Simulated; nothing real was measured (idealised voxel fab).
The following is a process module called voxel transistor to metal.
For reference, the cross-section in this document is cut, with width 290 nm and square cells of 5 nm.
Cross-section spec: square-cell grid; bands listed top down; each band is one or more rows. Top, bottom (nm), then materials left to right with widths (nm); lone material tagged "throughout" fills the whole band edge to edge; "blank" = empty space. Heights are reckoned from 0. Under this level, the received wafer is all of one material. The bottommost band is open-ended downward, for example "z 0 and below". Graded width ("30->40"): value in top row of band = first number; value in bottom row = second number; row-to-row change constant. For the purposes of this document, the phrase "no alterations made" attached to a step denotes that no cell within the cross-section was modified by that step. So "Cavities, sealed" is basically the list of trapped voids: any empty space of 8 cells or more that can't reach the top through an opening. They're written width x height at distance, the distance being from the left edge, and it's all nm. On each step's line, the part that comes after the settings is the simulator's own comment on the step. overlay nm: step with mask; distance mask lay right of planned place; negative value = left of planned place. In what follows, pairs of cross-sections are presented, each taken before and after one process step, with the after cross-section shown only down to the lowest band that was altered; the step, together with its settings, is stated below the pair. The pairs may stem from different runs of this module on the same starting wafer; accordingly, a pair should be taken as continuing from the one above it solely where its entry headed "Incoming profile" indicates as much.

-- Incoming profile
* z 0 and below = Si throughout
* Cavities, sealed: none

-- Post-Process Section
* z 0 to -5 = SiO2 throughout
* Under the height -5 nothing was changed.
* Cavities, sealed: none
The cross-sections above show the structure before and after this step: OXIDIZE (depth nm 5)

Incoming profile: Reference is made to the cross-section shown after the step in the pair directly above, which represents the state prior to this step.

-- Post-Process Section
* z 10 to 0 = SiN throughout
* Under the height 0 nothing was changed.
* Cavities, sealed: none
The cross-sections above show the structure before and after this step: CONFORMAL_DEP (material SiN; thk nm 10)

Incoming profile: Reference is made to the cross-section shown after the step in the pair directly above, which represents the state prior to this step.

-- Post-Process Section
* z 20 to 10 = aC throughout
* Under the height 10 nothing was changed.
* Cavities, sealed: none
The cross-sections above show the structure before and after this step: DIRECTIONAL_DEP (material aC; thk nm 10)

Incoming profile: Reference is made to the cross-section shown after the step in the pair directly above, which represents the state prior to this step.

-- Post-Process Section
* z 50 to 20 = blank (30); resist (100); blank (25); resist (100); blank (35)
* Under the height 20 nothing was changed.
* Cavities, sealed: none
The cross-sections above show the structure before and after this step: PATTERN (tone cover; mask id ACTIVE; material resist; width nm 100; pitch nm 125; thk nm 30; overlay nm 0)

Incoming profile: Reference is made to the cross-section shown after the step in the pair directly above, which represents the state prior to this step.

-- Post-Process Section
* z 40 to 20 = blank (30); resist (100); blank (25); resist (100); blank (35)
* z 20 to 10 = blank (30); aC (100); blank (25); aC (100); blank (35)
* Under the height 10 nothing was changed.
* Cavities, sealed: none
The cross-sections above show the structure before and after this step: DIRECTIONAL_ETCH (etch materials aC; depth nm 10)

Incoming profile: Reference is made to the cross-section shown after the step in the pair directly above, which represents the state prior to this step.

-- Post-Process Section
* z 20 to 10 = blank (30); aC (100); blank (25); aC (100); blank (35)
* Under the height 10 nothing was changed.
* Cavities, sealed: none
The cross-sections above show the structure before and after this step: STRIP (etch materials resist)

Incoming profile: Reference is made to the cross-section shown after the step in the pair directly above, which represents the state prior to this step.

-- Post-Process Section
* z 20 to 10 = blank (30); aC (100); blank (25); aC (100); blank (35)
* z 10 to 0 = blank (30); SiN (100); blank (25); SiN (100); blank (35)
* Under the height 0 nothing was changed.
* Cavities, sealed: none
The cross-sections above show the structure before and after this step: DIRECTIONAL_ETCH (etch materials SiN; depth nm 10)

Incoming profile: Reference is made to the cross-section shown after the step in the pair directly above, which represents the state prior to this step.

-- Post-Process Section
* z 20 to 10 = blank (30); aC (100); blank (25); aC (100); blank (35)
* z 10 to 0 = blank (30); SiN (100); blank (25); SiN (100); blank (35)
* z 0 to -5 = blank (30); SiO2 (100); blank (25); SiO2 (100); blank (35)
* Under the height -5 nothing was changed.
* Cavities, sealed: none
The cross-sections above show the structure before and after this step: DIRECTIONAL_ETCH (etch materials SiO2; depth nm 5)

Incoming profile: Reference is made to the cross-section shown after the step in the pair directly above, which represents the state prior to this step.

-- Post-Process Section
* z 20 to 10 = blank (30); aC (100); blank (25); aC (100); blank (35)
* z 10 to 0 = blank (30); SiN (100); blank (25); SiN (100); blank (35)
* z 0 to -5 = blank (30); SiO2 (100); blank (25); SiO2 (100); blank (35)
* z -5 to -25 = blank (30); Si (100); blank (25); Si (100); blank (35)
* Under the height -25 nothing was changed.
* Cavities, sealed: none
The cross-sections above show the structure before and after this step: DIRECTIONAL_ETCH (etch materials Si; depth nm 20)

Incoming profile: Reference is made to the cross-section shown after the step in the pair directly above, which represents the state prior to this step.

-- Post-Process Section
* z 10 to 0 = blank (30); SiN (100); blank (25); SiN (100); blank (35)
* Under the height 0 nothing was changed.
* Cavities, sealed: none
The cross-sections above show the structure before and after this step: STRIP (etch materials aC)

Incoming profile: Reference is made to the cross-section shown after the step in the pair directly above, which represents the state prior to this step.

-- Post-Process Section
* z 10 to 0 = blank (30); SiN (100); blank (25); SiN (100); blank (35)
* z 0 to -5 = blank (30); SiO2 (100); blank (25); SiO2 (100); blank (35)
* z -5 to -25 = blank (30); SiO2 (5); Si (90); SiO2 (5); blank (25); SiO2 (5); Si (90); SiO2 (5); blank (35)
* z -25 to -30 = SiO2 (35); Si (90); SiO2 (35); Si (90); SiO2 (40)
* Under the height -30 nothing was changed.
* Cavities, sealed: none
The cross-sections above show the structure before and after this step: OXIDIZE (depth nm 5)

Incoming profile: Reference is made to the cross-section shown after the step in the pair directly above, which represents the state prior to this step.

-- Post-Process Section
* z 15 to 10 = SiO2 throughout
* z 10 to 0 = SiO2 (30); SiN (100); SiO2 (25); SiN (100); SiO2 (35)
* z 0 to -5 = SiO2 throughout
* z -5 to -30 = SiO2 (35); Si (90); SiO2 (35); Si (90); SiO2 (40)
* Under the height -30 nothing was changed.
* Cavities, sealed: none
The cross-sections above show the structure before and after this step: FILL_DEP (material SiO2; thk nm 5)

Incoming profile: Reference is made to the cross-section shown after the step in the pair directly above, which represents the state prior to this step.

-- Post-Process Section
* z 10 to 0 = SiO2 (30); SiN (100); SiO2 (25); SiN (100); SiO2 (35)
* Under the height 0 nothing was changed.
* Cavities, sealed: none
The cross-sections above show the structure before and after this step: CMP (height nm 10)

Incoming profile: Reference is made to the cross-section shown after the step in the pair directly above, which represents the state prior to this step.

-- Post-Process Section
* z 10 to 5 = blank (30); SiN (100); blank (25); SiN (100); blank (35)
* Under the height 5 nothing was changed.
* Cavities, sealed: none
The cross-sections above show the structure before and after this step: SELECTIVE_ETCH (etch materials SiO2; depth nm 5)

Incoming profile: Reference is made to the cross-section shown after the step in the pair directly above, which represents the state prior to this step.

-- Post-Process Section
* z 5 to 0 = SiO2 (30); blank (100); SiO2 (25); blank (100); SiO2 (35)
* Under the height 0 nothing was changed.
* Cavities, sealed: none
The cross-sections above show the structure before and after this step: STRIP (etch materials SiN)

Incoming profile: Reference is made to the cross-section shown after the step in the pair directly above, which represents the state prior to this step.

-- Post-Process Section
* z 0 to -5 = SiO2 (25); blank (110); SiO2 (15); blank (110); SiO2 (30)
* Under the height -5 nothing was changed.
* Cavities, sealed: none
The cross-sections above show the structure before and after this step: SELECTIVE_ETCH (etch materials SiO2; depth nm 5)

Incoming profile: Reference is made to the cross-section shown after the step in the pair directly above, which represents the state prior to this step.

-- Post-Process Section
* z 0 to -5 = SiO2 (25); blank (110); SiO2 (15); blank (110); SiO2 (30)
* z -5 to -10 = SiO2 throughout
* Under the height -10 nothing was changed.
* Cavities, sealed: none
The cross-sections above show the structure before and after this step: OXIDIZE (depth nm 5)

Incoming profile: Reference is made to the cross-section shown after the step in the pair directly above, which represents the state prior to this step.

-- Post-Process Section
* z 30 to 25 = polySi (25); blank (110); polySi (15); blank (110); polySi (30)
* z 25 to 0 = polySi throughout
* z 0 to -5 = SiO2 (25); polySi (110); SiO2 (15); polySi (110); SiO2 (30)
* Under the height -5 nothing was changed.
* Cavities, sealed: none
The cross-sections above show the structure before and after this step: DIRECTIONAL_DEP (material polySi; thk nm 30)

Incoming profile: Reference is made to the cross-section shown after the step in the pair directly above, which represents the state prior to this step.

-- Post-Process Section
* z 40 to 35 = SiCN (25); blank (110); SiCN (15); blank (110); SiCN (30)
* z 35 to 30 = SiCN throughout
* z 30 to 25 = polySi (25); SiCN (110); polySi (15); SiCN (110); polySi (30)
* Under the height 25 nothing was changed.
* Cavities, sealed: none
The cross-sections above show the structure before and after this step: DIRECTIONAL_DEP (material SiCN; thk nm 10)

Incoming profile: Reference is made to the cross-section shown after the step in the pair directly above, which represents the state prior to this step.

-- Post-Process Section
* z 35 to 30 = blank (65); SiCN (30); blank (95); SiCN (30); blank (70)
* z 30 to 25 = polySi (25); blank (40); SiCN (30); blank (40); polySi (15); blank (40); SiCN (30); blank (40); polySi (30)
* Under the height 25 nothing was changed.
* Cavities, sealed: none
The cross-sections above show the structure before and after this step: MASKED_ETCH (tone cover; mask id GATE; width nm 30; pitch nm 125; etch materials SiCN; depth nm 20; overlay nm 0)

Incoming profile: Reference is made to the cross-section shown after the step in the pair directly above, which represents the state prior to this step.

-- Post-Process Section
* z 35 to 25 = blank (65); SiCN (30); blank (95); SiCN (30); blank (70)
* z 25 to 0 = blank (65); polySi (30); blank (95); polySi (30); blank (70)
* z 0 to -5 = SiO2 (25); blank (40); polySi (30); blank (40); SiO2 (15); blank (40); polySi (30); blank (40); SiO2 (30)
* Under the height -5 nothing was changed.
* Cavities, sealed: none
The cross-sections above show the structure before and after this step: MASKED_ETCH (tone cover; mask id GATE; width nm 30; pitch nm 125; etch materials polySi; depth nm 40; overlay nm 0)

Incoming profile: Reference is made to the cross-section shown after the step in the pair directly above, which represents the state prior to this step.

-- Post-Process Section
* z 40 to 35 = blank (60); SiN (40); blank (85); SiN (40); blank (65)
* z 35 to 25 = blank (60); SiN (5); SiCN (30); SiN (5); blank (85); SiN (5); SiCN (30); SiN (5); blank (65)
* z 25 to 5 = blank (60); SiN (5); polySi (30); SiN (5); blank (85); SiN (5); polySi (30); SiN (5); blank (65)
* z 5 to 0 = SiN (30); blank (30); SiN (5); polySi (30); SiN (5); blank (30); SiN (25); blank (30); SiN (5); polySi (30); SiN (5); blank (30); SiN (35)
* z 0 to -5 = SiO2 (25); SiN (40); polySi (30); SiN (40); SiO2 (15); SiN (40); polySi (30); SiN (40); SiO2 (30)
* Under the height -5 nothing was changed.
* Cavities, sealed: none
The cross-sections above show the structure before and after this step: CONFORMAL_DEP (material SiN; thk nm 5)

Incoming profile: Reference is made to the cross-section shown after the step in the pair directly above, which represents the state prior to this step.

-- Post-Process Section
* z 35 to 25 = blank (60); SiN (5); SiCN (30); SiN (5); blank (85); SiN (5); SiCN (30); SiN (5); blank (65)
* z 25 to 0 = blank (60); SiN (5); polySi (30); SiN (5); blank (85); SiN (5); polySi (30); SiN (5); blank (65)
* z 0 to -5 = SiO2 (25); SiN (5); blank (30); SiN (5); polySi (30); SiN (5); blank (30); SiN (5); SiO2 (15); SiN (5); blank (30); SiN (5); polySi (30); SiN (5); blank (30); SiN (5); SiO2 (30)
* Under the height -5 nothing was changed.
* Cavities, sealed: none
The cross-sections above show the structure before and after this step: DIRECTIONAL_ETCH (etch materials SiN; depth nm 5)

Incoming profile: Reference is made to the cross-section shown after the step in the pair directly above, which represents the state prior to this step.

-- Post-Process Section
* z 35 to 25 = blank (60); SiN (5); SiCN (30); SiN (5); blank (85); SiN (5); SiCN (30); SiN (5); blank (65)
* z 25 to 0 = blank (60); SiN (5); polySi (30); SiN (5); blank (85); SiN (5); polySi (30); SiN (5); blank (65)
* z 0 to -5 = blank (25); SiN (5); blank (30); SiN (5); polySi (30); SiN (5); blank (30); SiN (5); blank (15); SiN (5); blank (30); SiN (5); polySi (30); SiN (5); blank (30); SiN (5); blank (30)
* z -5 to -10 = SiO2 (30); blank (30); SiO2 (40); blank (30); SiO2 (25); blank (30); SiO2 (40); blank (30); SiO2 (35)
* Under the height -10 nothing was changed.
* Cavities, sealed: none
The cross-sections above show the structure before and after this step: DIRECTIONAL_ETCH (etch materials SiO2; depth nm 5)

Incoming profile: Reference is made to the cross-section shown after the step in the pair directly above, which represents the state prior to this step.

-- Post-Process Section
* z 35 to 25 = blank (60); SiN (5); SiCN (30); SiN (5); blank (85); SiN (5); SiCN (30); SiN (5); blank (65)
* z 25 to 0 = blank (60); SiN (5); polySi (30); SiN (5); blank (85); SiN (5); polySi (30); SiN (5); blank (65)
* z 0 to -5 = blank (25); SiN (5); blank (30); SiN (5); polySi (30); SiN (5); blank (30); SiN (5); blank (15); SiN (5); blank (30); SiN (5); polySi (30); SiN (5); blank (30); SiN (5); blank (30)
* z -5 to -10 = SiO2 (30); blank (30); SiO2 (40); blank (30); SiO2 (25); blank (30); SiO2 (40); blank (30); SiO2 (35)
* z -10 to -20 = SiO2 (35); blank (25); Si (40); blank (25); SiO2 (35); blank (25); Si (40); blank (25); SiO2 (40)
* Under the height -20 nothing was changed.
* Cavities, sealed: none
The cross-sections above show the structure before and after this step: DIRECTIONAL_ETCH (etch materials Si; depth nm 10)

Incoming profile: Reference is made to the cross-section shown after the step in the pair directly above, which represents the state prior to this step.

-- Post-Process Section
* z 35 to 25 = blank (60); SiN (5); SiCN (30); SiN (5); blank (85); SiN (5); SiCN (30); SiN (5); blank (65)
* z 25 to 0 = blank (60); SiN (5); polySi (30); SiN (5); blank (85); SiN (5); polySi (30); SiN (5); blank (65)
* z 0 to -5 = blank (25); SiN (5); blank (20); SiGe (10); SiN (5); polySi (30); SiN (5); SiGe (10); blank (20); SiN (5); blank (15); SiN (5); blank (20); SiGe (10); SiN (5); polySi (30); SiN (5); SiGe (10); blank (20); SiN (5); blank (30)
* z -5 to -10 = SiO2 (30); blank (20); SiGe (10); SiO2 (40); SiGe (10); blank (20); SiO2 (25); blank (20); SiGe (10); SiO2 (40); SiGe (10); blank (20); SiO2 (35)
* z -10 to -20 = SiO2 (35); SiGe (25); Si (40); SiGe (25); SiO2 (35); SiGe (25); Si (40); SiGe (25); SiO2 (40)
* Under the height -20 nothing was changed.
* Cavities, sealed: none
The cross-sections above show the structure before and after this step: EPI (material SiGe; thk nm 10)

Incoming profile: Reference is made to the cross-section shown after the step in the pair directly above, which represents the state prior to this step.

-- Post-Process Section
* z 40 to 35 = SiO2 throughout
* z 35 to 25 = SiO2 (60); SiN (5); SiCN (30); SiN (5); SiO2 (85); SiN (5); SiCN (30); SiN (5); SiO2 (65)
* z 25 to 0 = SiO2 (60); SiN (5); polySi (30); SiN (5); SiO2 (85); SiN (5); polySi (30); SiN (5); SiO2 (65)
* z 0 to -5 = SiO2 (25); SiN (5); SiO2 (20); SiGe (10); SiN (5); polySi (30); SiN (5); SiGe (10); SiO2 (20); SiN (5); SiO2 (15); SiN (5); SiO2 (20); SiGe (10); SiN (5); polySi (30); SiN (5); SiGe (10); SiO2 (20); SiN (5); SiO2 (30)
* z -5 to -10 = SiO2 (50); SiGe (10); SiO2 (40); SiGe (10); SiO2 (65); SiGe (10); SiO2 (40); SiGe (10); SiO2 (55)
* Under the height -10 nothing was changed.
* Cavities, sealed: none
The cross-sections above show the structure before and after this step: FILL_DEP (material SiO2; thk nm 5)

Incoming profile: Reference is made to the cross-section shown after the step in the pair directly above, which represents the state prior to this step.

-- Post-Process Section
* z 25 to 0 = SiO2 (60); SiN (5); polySi (30); SiN (5); SiO2 (85); SiN (5); polySi (30); SiN (5); SiO2 (65)
* Under the height 0 nothing was changed.
* Cavities, sealed: none
The cross-sections above show the structure before and after this step: CMP (height nm 25)

Incoming profile: Reference is made to the cross-section shown after the step in the pair directly above, which represents the state prior to this step.

-- Post-Process Section
* z 25 to 0 = SiO2 (60); SiN (5); blank (30); SiN (5); SiO2 (85); SiN (5); blank (30); SiN (5); SiO2 (65)
* z 0 to -5 = SiO2 (25); SiN (5); SiO2 (20); SiGe (10); SiN (5); blank (30); SiN (5); SiGe (10); SiO2 (20); SiN (5); SiO2 (15); SiN (5); SiO2 (20); SiGe (10); SiN (5); blank (30); SiN (5); SiGe (10); SiO2 (20); SiN (5); SiO2 (30)
* Under the height -5 nothing was changed.
* Cavities, sealed: none
The cross-sections above show the structure before and after this step: STRIP (etch materials polySi)

Incoming profile: Reference is made to the cross-section shown after the step in the pair directly above, which represents the state prior to this step.

-- Post-Process Section
* z 25 to 20 = blank (60); SiN (5); blank (30); SiN (5); blank (85); SiN (5); blank (30); SiN (5); blank (65)
* z 20 to 0 = SiO2 (60); SiN (5); blank (30); SiN (5); SiO2 (85); SiN (5); blank (30); SiN (5); SiO2 (65)
* z 0 to -5 = SiO2 (25); SiN (5); SiO2 (20); SiGe (10); SiN (5); blank (30); SiN (5); SiGe (10); SiO2 (20); SiN (5); SiO2 (15); SiN (5); SiO2 (20); SiGe (10); SiN (5); blank (30); SiN (5); SiGe (10); SiO2 (20); SiN (5); SiO2 (30)
* z -5 to -10 = SiO2 (50); SiGe (10); blank (40); SiGe (10); SiO2 (65); SiGe (10); blank (40); SiGe (10); SiO2 (55)
* Under the height -10 nothing was changed.
* Cavities, sealed: none
The cross-sections above show the structure before and after this step: SELECTIVE_ETCH (etch materials SiO2; depth nm 5)

Incoming profile: Reference is made to the cross-section shown after the step in the pair directly above, which represents the state prior to this step.

-- Post-Process Section
* z 30 to 25 = blank (55); HfO2 (15); blank (20); HfO2 (15); blank (75); HfO2 (15); blank (20); HfO2 (15); blank (60)
* z 25 to 20 = HfO2 (60); SiN (5); HfO2 (5); blank (20); HfO2 (5); SiN (5); HfO2 (85); SiN (5); HfO2 (5); blank (20); HfO2 (5); SiN (5); HfO2 (65)
* z 20 to 0 = SiO2 (60); SiN (5); HfO2 (5); blank (20); HfO2 (5); SiN (5); SiO2 (85); SiN (5); HfO2 (5); blank (20); HfO2 (5); SiN (5); SiO2 (65)
* z 0 to -5 = SiO2 (25); SiN (5); SiO2 (20); SiGe (10); SiN (5); HfO2 (5); blank (20); HfO2 (5); SiN (5); SiGe (10); SiO2 (20); SiN (5); SiO2 (15); SiN (5); SiO2 (20); SiGe (10); SiN (5); HfO2 (5); blank (20); HfO2 (5); SiN (5); SiGe (10); SiO2 (20); SiN (5); SiO2 (30)
* z -5 to -10 = SiO2 (50); SiGe (10); HfO2 (40); SiGe (10); SiO2 (65); SiGe (10); HfO2 (40); SiGe (10); SiO2 (55)
* Under the height -10 nothing was changed.
* Cavities, sealed: none
The cross-sections above show the structure before and after this step: CONFORMAL_DEP (material HfO2; thk nm 5)

Incoming profile: Reference is made to the cross-section shown after the step in the pair directly above, which represents the state prior to this step.

-- Post-Process Section
* z 35 to 30 = blank (50); TiN (25); blank (10); TiN (25); blank (65); TiN (25); blank (10); TiN (25); blank (55)
* z 30 to 25 = TiN (55); HfO2 (15); TiN (5); blank (10); TiN (5); HfO2 (15); TiN (75); HfO2 (15); TiN (5); blank (10); TiN (5); HfO2 (15); TiN (60)
* z 25 to 20 = HfO2 (60); SiN (5); HfO2 (5); TiN (5); blank (10); TiN (5); HfO2 (5); SiN (5); HfO2 (85); SiN (5); HfO2 (5); TiN (5); blank (10); TiN (5); HfO2 (5); SiN (5); HfO2 (65)
* z 20 to 0 = SiO2 (60); SiN (5); HfO2 (5); TiN (5); blank (10); TiN (5); HfO2 (5); SiN (5); SiO2 (85); SiN (5); HfO2 (5); TiN (5); blank (10); TiN (5); HfO2 (5); SiN (5); SiO2 (65)
* z 0 to -5 = SiO2 (25); SiN (5); SiO2 (20); SiGe (10); SiN (5); HfO2 (5); TiN (20); HfO2 (5); SiN (5); SiGe (10); SiO2 (20); SiN (5); SiO2 (15); SiN (5); SiO2 (20); SiGe (10); SiN (5); HfO2 (5); TiN (20); HfO2 (5); SiN (5); SiGe (10); SiO2 (20); SiN (5); SiO2 (30)
* Under the height -5 nothing was changed.
* Cavities, sealed: none
The cross-sections above show the structure before and after this step: CONFORMAL_DEP (material TiN; thk nm 5)

Incoming profile: Reference is made to the cross-section shown after the step in the pair directly above, which represents the state prior to this step.

-- Post-Process Section
* z 40 to 35 = W throughout
* z 35 to 30 = W (50); TiN (25); W (10); TiN (25); W (65); TiN (25); W (10); TiN (25); W (55)
* z 30 to 25 = TiN (55); HfO2 (15); TiN (5); W (10); TiN (5); HfO2 (15); TiN (75); HfO2 (15); TiN (5); W (10); TiN (5); HfO2 (15); TiN (60)
* z 25 to 20 = HfO2 (60); SiN (5); HfO2 (5); TiN (5); W (10); TiN (5); HfO2 (5); SiN (5); HfO2 (85); SiN (5); HfO2 (5); TiN (5); W (10); TiN (5); HfO2 (5); SiN (5); HfO2 (65)
* z 20 to 0 = SiO2 (60); SiN (5); HfO2 (5); TiN (5); W (10); TiN (5); HfO2 (5); SiN (5); SiO2 (85); SiN (5); HfO2 (5); TiN (5); W (10); TiN (5); HfO2 (5); SiN (5); SiO2 (65)
* Under the height 0 nothing was changed.
* Cavities, sealed: none
The cross-sections above show the structure before and after this step: FILL_DEP (material W; thk nm 5)

Incoming profile: Reference is made to the cross-section shown after the step in the pair directly above, which represents the state prior to this step.

-- Post-Process Section
* z 20 to 0 = SiO2 (60); SiN (5); HfO2 (5); TiN (5); W (10); TiN (5); HfO2 (5); SiN (5); SiO2 (85); SiN (5); HfO2 (5); TiN (5); W (10); TiN (5); HfO2 (5); SiN (5); SiO2 (65)
* Under the height 0 nothing was changed.
* Cavities, sealed: none
The cross-sections above show the structure before and after this step: CMP (height nm 20)

Incoming profile: Reference is made to the cross-section shown after the step in the pair directly above, which represents the state prior to this step.

-- Post-Process Section
* z 30 to 20 = SiO2 throughout
* Under the height 20 nothing was changed.
* Cavities, sealed: none
The cross-sections above show the structure before and after this step: DIRECTIONAL_DEP (material SiO2; thk nm 10)

Incoming profile: Reference is made to the cross-section shown after the step in the pair directly above, which represents the state prior to this step.

-- Post-Process Section
* z 45 to 30 = aC throughout
* Under the height 30 nothing was changed.
* Cavities, sealed: none
The cross-sections above show the structure before and after this step: DIRECTIONAL_DEP (material aC; thk nm 15)

Incoming profile: Reference is made to the cross-section shown after the step in the pair directly above, which represents the state prior to this step.

-- Post-Process Section
* z 75 to 45 = resist (35); blank (15); resist (60); blank (15); resist (35); blank (15); resist (60); blank (15); resist (40)
* Under the height 45 nothing was changed.
* Cavities, sealed: none
The cross-sections above show the structure before and after this step: PATTERN (tone open; mask id CONTACT; material resist; width nm 15; thk nm 30; overlay nm 0)

Incoming profile: Reference is made to the cross-section shown after the step in the pair directly above, which represents the state prior to this step.

-- Post-Process Section
* z 60 to 45 = resist (35); blank (15); resist (60); blank (15); resist (35); blank (15); resist (60); blank (15); resist (40)
* z 45 to 30 = aC (35); blank (15); aC (60); blank (15); aC (35); blank (15); aC (60); blank (15); aC (40)
* Under the height 30 nothing was changed.
* Cavities, sealed: none
The cross-sections above show the structure before and after this step: DIRECTIONAL_ETCH (etch materials aC; depth nm 15)

Incoming profile: Reference is made to the cross-section shown after the step in the pair directly above, which represents the state prior to this step.

-- Post-Process Section
* z 45 to 30 = aC (35); blank (15); aC (60); blank (15); aC (35); blank (15); aC (60); blank (15); aC (40)
* Under the height 30 nothing was changed.
* Cavities, sealed: none
The cross-sections above show the structure before and after this step: STRIP (etch materials resist)

Incoming profile: Reference is made to the cross-section shown after the step in the pair directly above, which represents the state prior to this step.

-- Post-Process Section
* z 45 to 30 = aC (35); blank (15); aC (60); blank (15); aC (35); blank (15); aC (60); blank (15); aC (40)
* z 30 to 20 = SiO2 (35); blank (15); SiO2 (60); blank (15); SiO2 (35); blank (15); SiO2 (60); blank (15); SiO2 (40)
* z 20 to 0 = SiO2 (35); blank (15); SiO2 (10); SiN (5); HfO2 (5); TiN (5); W (10); TiN (5); HfO2 (5); SiN (5); SiO2 (10); blank (15); SiO2 (35); blank (15); SiO2 (10); SiN (5); HfO2 (5); TiN (5); W (10); TiN (5); HfO2 (5); SiN (5); SiO2 (10); blank (15); SiO2 (40)
* z 0 to -5 = SiO2 (25); SiN (5); SiO2 (5); blank (15); SiGe (10); SiN (5); HfO2 (5); TiN (20); HfO2 (5); SiN (5); SiGe (10); blank (15); SiO2 (5); SiN (5); SiO2 (15); SiN (5); SiO2 (5); blank (15); SiGe (10); SiN (5); HfO2 (5); TiN (20); HfO2 (5); SiN (5); SiGe (10); blank (15); SiO2 (5); SiN (5); SiO2 (30)
* z -5 to -10 = SiO2 (35); blank (15); SiGe (10); HfO2 (40); SiGe (10); blank (15); SiO2 (35); blank (15); SiGe (10); HfO2 (40); SiGe (10); blank (15); SiO2 (40)
* Under the height -10 nothing was changed.
* Cavities, sealed: none
The cross-sections above show the structure before and after this step: DIRECTIONAL_ETCH (etch materials SiO2; depth nm 40)

Incoming profile: Reference is made to the cross-section shown after the step in the pair directly above, which represents the state prior to this step.

-- Post-Process Section
* z 30 to 20 = SiO2 (35); blank (15); SiO2 (60); blank (15); SiO2 (35); blank (15); SiO2 (60); blank (15); SiO2 (40)
* Under the height 20 nothing was changed.
* Cavities, sealed: none
The cross-sections above show the structure before and after this step: STRIP (etch materials aC)

Incoming profile: Reference is made to the cross-section shown after the step in the pair directly above, which represents the state prior to this step.

-- Post-Process Section
* z 35 to 30 = TiN (40); blank (5); TiN (70); blank (5); TiN (45); blank (5); TiN (70); blank (5); TiN (45)
* z 30 to 20 = SiO2 (35); TiN (5); blank (5); TiN (5); SiO2 (60); TiN (5); blank (5); TiN (5); SiO2 (35); TiN (5); blank (5); TiN (5); SiO2 (60); TiN (5); blank (5); TiN (5); SiO2 (40)
* z 20 to 0 = SiO2 (35); TiN (5); blank (5); TiN (5); SiO2 (10); SiN (5); HfO2 (5); TiN (5); W (10); TiN (5); HfO2 (5); SiN (5); SiO2 (10); TiN (5); blank (5); TiN (5); SiO2 (35); TiN (5); blank (5); TiN (5); SiO2 (10); SiN (5); HfO2 (5); TiN (5); W (10); TiN (5); HfO2 (5); SiN (5); SiO2 (10); TiN (5); blank (5); TiN (5); SiO2 (40)
* z 0 to -5 = SiO2 (25); SiN (5); SiO2 (5); TiN (5); blank (5); TiN (5); SiGe (10); SiN (5); HfO2 (5); TiN (20); HfO2 (5); SiN (5); SiGe (10); TiN (5); blank (5); TiN (5); SiO2 (5); SiN (5); SiO2 (15); SiN (5); SiO2 (5); TiN (5); blank (5); TiN (5); SiGe (10); SiN (5); HfO2 (5); TiN (20); HfO2 (5); SiN (5); SiGe (10); TiN (5); blank (5); TiN (5); SiO2 (5); SiN (5); SiO2 (30)
* z -5 to -10 = SiO2 (35); TiN (15); SiGe (10); HfO2 (40); SiGe (10); TiN (15); SiO2 (35); TiN (15); SiGe (10); HfO2 (40); SiGe (10); TiN (15); SiO2 (40)
* Under the height -10 nothing was changed.
* Cavities, sealed: none
The cross-sections above show the structure before and after this step: CONFORMAL_DEP (material TiN; thk nm 5)

Incoming profile: Reference is made to the cross-section shown after the step in the pair directly above, which represents the state prior to this step.

-- Post-Process Section
* z 40 to 35 = Ru throughout
* z 35 to 30 = TiN (40); Ru (5); TiN (70); Ru (5); TiN (45); Ru (5); TiN (70); Ru (5); TiN (45)
* z 30 to 20 = SiO2 (35); TiN (5); Ru (5); TiN (5); SiO2 (60); TiN (5); Ru (5); TiN (5); SiO2 (35); TiN (5); Ru (5); TiN (5); SiO2 (60); TiN (5); Ru (5); TiN (5); SiO2 (40)
* z 20 to 0 = SiO2 (35); TiN (5); Ru (5); TiN (5); SiO2 (10); SiN (5); HfO2 (5); TiN (5); W (10); TiN (5); HfO2 (5); SiN (5); SiO2 (10); TiN (5); Ru (5); TiN (5); SiO2 (35); TiN (5); Ru (5); TiN (5); SiO2 (10); SiN (5); HfO2 (5); TiN (5); W (10); TiN (5); HfO2 (5); SiN (5); SiO2 (10); TiN (5); Ru (5); TiN (5); SiO2 (40)
* z 0 to -5 = SiO2 (25); SiN (5); SiO2 (5); TiN (5); Ru (5); TiN (5); SiGe (10); SiN (5); HfO2 (5); TiN (20); HfO2 (5); SiN (5); SiGe (10); TiN (5); Ru (5); TiN (5); SiO2 (5); SiN (5); SiO2 (15); SiN (5); SiO2 (5); TiN (5); Ru (5); TiN (5); SiGe (10); SiN (5); HfO2 (5); TiN (20); HfO2 (5); SiN (5); SiGe (10); TiN (5); Ru (5); TiN (5); SiO2 (5); SiN (5); SiO2 (30)
* Under the height -5 nothing was changed.
* Cavities, sealed: none
The cross-sections above show the structure before and after this step: FILL_DEP (material Ru; thk nm 5)

Incoming profile: Reference is made to the cross-section shown after the step in the pair directly above, which represents the state prior to this step.

-- Post-Process Section
* z 30 to 20 = SiO2 (35); TiN (5); Ru (5); TiN (5); SiO2 (60); TiN (5); Ru (5); TiN (5); SiO2 (35); TiN (5); Ru (5); TiN (5); SiO2 (60); TiN (5); Ru (5); TiN (5); SiO2 (40)
* Under the height 20 nothing was changed.
* Cavities, sealed: none
The cross-sections above show the structure before and after this step: CMP (height nm 30)

Incoming profile: Reference is made to the cross-section shown after the step in the pair directly above, which represents the state prior to this step.

-- Post-Process Section
* z 35 to 30 = SiN throughout
* Under the height 30 nothing was changed.
* Cavities, sealed: none
The cross-sections above show the structure before and after this step: CONFORMAL_DEP (material SiN; thk nm 5)

Incoming profile: Reference is made to the cross-section shown after the step in the pair directly above, which represents the state prior to this step.

-- Post-Process Section
* z 60 to 35 = lowk throughout
* Under the height 35 nothing was changed.
* Cavities, sealed: none
The cross-sections above show the structure before and after this step: DIRECTIONAL_DEP (material lowk; thk nm 25)

Incoming profile: Reference is made to the cross-section shown after the step in the pair directly above, which represents the state prior to this step.

-- Post-Process Section
* z 80 to 60 = resist (35); blank (15); resist (60); blank (15); resist (35); blank (15); resist (60); blank (15); resist (40)
* Under the height 60 nothing was changed.
* Cavities, sealed: none
The cross-sections above show the structure before and after this step: PATTERN (tone open; mask id METAL_1; material resist; width nm 15; thk nm 20; overlay nm 0)

Incoming profile: Reference is made to the cross-section shown after the step in the pair directly above, which represents the state prior to this step.

-- Post-Process Section
* z 80 to 60 = resist (35); blank (15); resist (60); blank (15); resist (35); blank (15); resist (60); blank (15); resist (40)
* z 60 to 35 = lowk (35); blank (15); lowk (60); blank (15); lowk (35); blank (15); lowk (60); blank (15); lowk (40)
* Under the height 35 nothing was changed.
* Cavities, sealed: none
The cross-sections above show the structure before and after this step: DIRECTIONAL_ETCH (etch materials lowk; depth nm 25)
